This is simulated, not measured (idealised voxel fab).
process module | voxel wiring stack
cross-section cut | 225 nm wide | cells 5 nm
A cross-section is a grid of square cells, given in bands from the top down. A band is one or more rows of cells.
Each band's line starts with the height of the band's top and of its bottom, in nm. Then come its materials from left to right, each with its width in nm. One material with "throughout" fills the band from edge to edge. "air" is empty space.
Height 0 is the level under which the wafer as received is all one material. The lowest band goes on downwards, as in "0 down".
A width such as "30 to 40" changes by the same amount from each row of cells to the next, from the band's top row to its bottom row.
"no change" after a step means that no cell of the cross-section changed.
closed voids: empty space of 8 cells or more with no open way to the top, each as width x height at its distance from the left edge, in nm
after a step's settings: what the simulator itself notes on the step
overlay nm, on a step with a mask: how far to the right of its planned place the mask lay; to the left if negative
plan
1 op RECEIVE | material Si
2 op CONFORMAL_DEP | material SiO2 | thk nm 10
3 op DIRECTIONAL_DEP | material TiN | thk nm 5
4 op DIRECTIONAL_DEP | material W | thk nm 20
5 op DIRECTIONAL_DEP | material aC | thk nm 15
6 op PATTERN | tone cover | mask id METAL_1 | material resist | width nm 30 | pitch nm 55 | thk nm 30 | overlay nm 0
7 op DIRECTIONAL_ETCH | etch materials aC | depth nm 15
8 op STRIP | etch materials resist
9 op DIRECTIONAL_ETCH | etch materials W | depth nm 20
10 op DIRECTIONAL_ETCH | etch materials TiN | depth nm 5
11 op STRIP | etch materials aC
12 op CONFORMAL_DEP | material SiCN | thk nm 5
13 op FILL_DEP | material lowk | thk nm 5
14 op CMP | height nm 35
15 op CONFORMAL_DEP | material SiCN | thk nm 5
16 op DIRECTIONAL_DEP | material SiO2 | thk nm 35
17 op DIRECTIONAL_DEP | material aC | thk nm 15
18 op PATTERN | tone open | mask id METAL_2 | material resist | width nm 30 | pitch nm 55 | thk nm 35 | overlay nm 0
19 op DIRECTIONAL_ETCH | etch materials aC | depth nm 15
20 op STRIP | etch materials resist
21 op DIRECTIONAL_ETCH | etch materials SiO2 | depth nm 20
22 op STRIP | etch materials aC
23 op DIRECTIONAL_DEP | material aC | thk nm 15
24 op PATTERN | tone open | mask id METAL_2_HOLES | material resist | width nm 15 | pitch nm 55 | thk nm 35 | overlay nm 0
25 op DIRECTIONAL_ETCH | etch materials aC | depth nm 15
26 op STRIP | etch materials resist
27 op DIRECTIONAL_ETCH | etch materials SiO2 | depth nm 15
28 op DIRECTIONAL_ETCH | etch materials SiCN | depth nm 5
29 op STRIP | etch materials aC
30 op CONFORMAL_DEP | material TiN | thk nm 5
31 op FILL_DEP | material Ru | thk nm 10
32 op CMP | height nm 75
33 op CONFORMAL_DEP | material SiCN | thk nm 5
34 op DIRECTIONAL_DEP | material lowk | thk nm 10
35 op DIRECTIONAL_DEP | material aC | thk nm 10
36 op PATTERN | tone open | mask id PLUG_2 | material resist | width nm 15 | pitch nm 55 | thk nm 30 | overlay nm 0
37 op DIRECTIONAL_ETCH | etch materials aC | depth nm 10
38 op STRIP | etch materials resist
39 op DIRECTIONAL_ETCH | etch materials lowk | depth nm 10
40 op DIRECTIONAL_ETCH | etch materials SiCN | depth nm 5
41 op STRIP | etch materials aC
42 op CONFORMAL_DEP | material TiN | thk nm 5
43 op FILL_DEP | material W | thk nm 10
44 op CMP | height nm 90
45 op DIRECTIONAL_DEP | material TiN | thk nm 5
46 op DIRECTIONAL_DEP | material Ru | thk nm 25
47 op DIRECTIONAL_DEP | material aC | thk nm 10
48 op PATTERN | tone cover | mask id METAL_3 | material resist | width nm 30 | pitch nm 55 | thk nm 25 | overlay nm 0
49 op DIRECTIONAL_ETCH | etch materials aC | depth nm 10
50 op STRIP | etch materials resist
51 op DIRECTIONAL_ETCH | etch materials Ru | depth nm 25
52 op DIRECTIONAL_ETCH | etch materials TiN | depth nm 5
53 op STRIP | etch materials aC
54 op CONFORMAL_DEP | material SiCN | thk nm 5
55 op FILL_DEP | material lowk | thk nm 10
56 op CMP | height nm 120
57 op CONFORMAL_DEP | material SiN | thk nm 5
as received, after step 1
  0 down: Si throughout
  closed voids: none
a wafer at the end: this start, this plan, one mistake
  125 to 120: SiN throughout
  120 to 95: lowk 10 | SiCN 5 | Ru 30 | SiCN 5 | lowk 15 | SiCN 5 | Ru 30 | SiCN 5 | lowk 15 | SiCN 5 | Ru 30 | SiCN 5 | lowk 15 | SiCN 5 | Ru 30 | SiCN 5 | lowk 10
  95 to 90: SiCN 15 | TiN 30 | SiCN 25 | TiN 30 | SiCN 25 | TiN 30 | SiCN 25 | TiN 30 | SiCN 15
  90 to 80: Ru throughout
  80 to 75: TiN 20 | Ru 20 | TiN 35 | Ru 20 | TiN 35 | Ru 20 | TiN 35 | Ru 20 | TiN 20
  75 to 60: SiO2 15 | TiN 5 | Ru 20 | TiN 5 | SiO2 25 | TiN 5 | Ru 20 | TiN 5 | SiO2 25 | TiN 5 | Ru 20 | TiN 5 | SiO2 25 | TiN 5 | Ru 20 | TiN 5 | SiO2 15
  60 to 55: SiO2 15 | TiN 5 | Ru 5 | TiN 20 | SiO2 25 | TiN 5 | Ru 5 | TiN 20 | SiO2 25 | TiN 5 | Ru 5 | TiN 20 | SiO2 25 | TiN 5 | Ru 5 | TiN 20 | SiO2 15
  55 to 40: SiO2 15 | TiN 5 | Ru 5 | TiN 5 | SiO2 40 | TiN 5 | Ru 5 | TiN 5 | SiO2 40 | TiN 5 | Ru 5 | TiN 5 | SiO2 40 | TiN 5 | Ru 5 | TiN 5 | SiO2 30
  40 to 35: SiCN 15 | TiN 15 | SiCN 40 | TiN 15 | SiCN 40 | TiN 15 | SiCN 40 | TiN 15 | SiCN 30
  35 to 15: lowk 10 | SiCN 5 | W 30 | SiCN 5 | lowk 15 | SiCN 5 | W 30 | SiCN 5 | lowk 15 | SiCN 5 | W 30 | SiCN 5 | lowk 15 | SiCN 5 | W 30 | SiCN 5 | lowk 10
  15 to 10: SiCN 15 | TiN 30 | SiCN 25 | TiN 30 | SiCN 25 | TiN 30 | SiCN 25 | TiN 30 | SiCN 15
  10 to 0: SiO2 throughout
  0 down: Si throughout
  closed voids: none
what went wrong: step 32 was left out
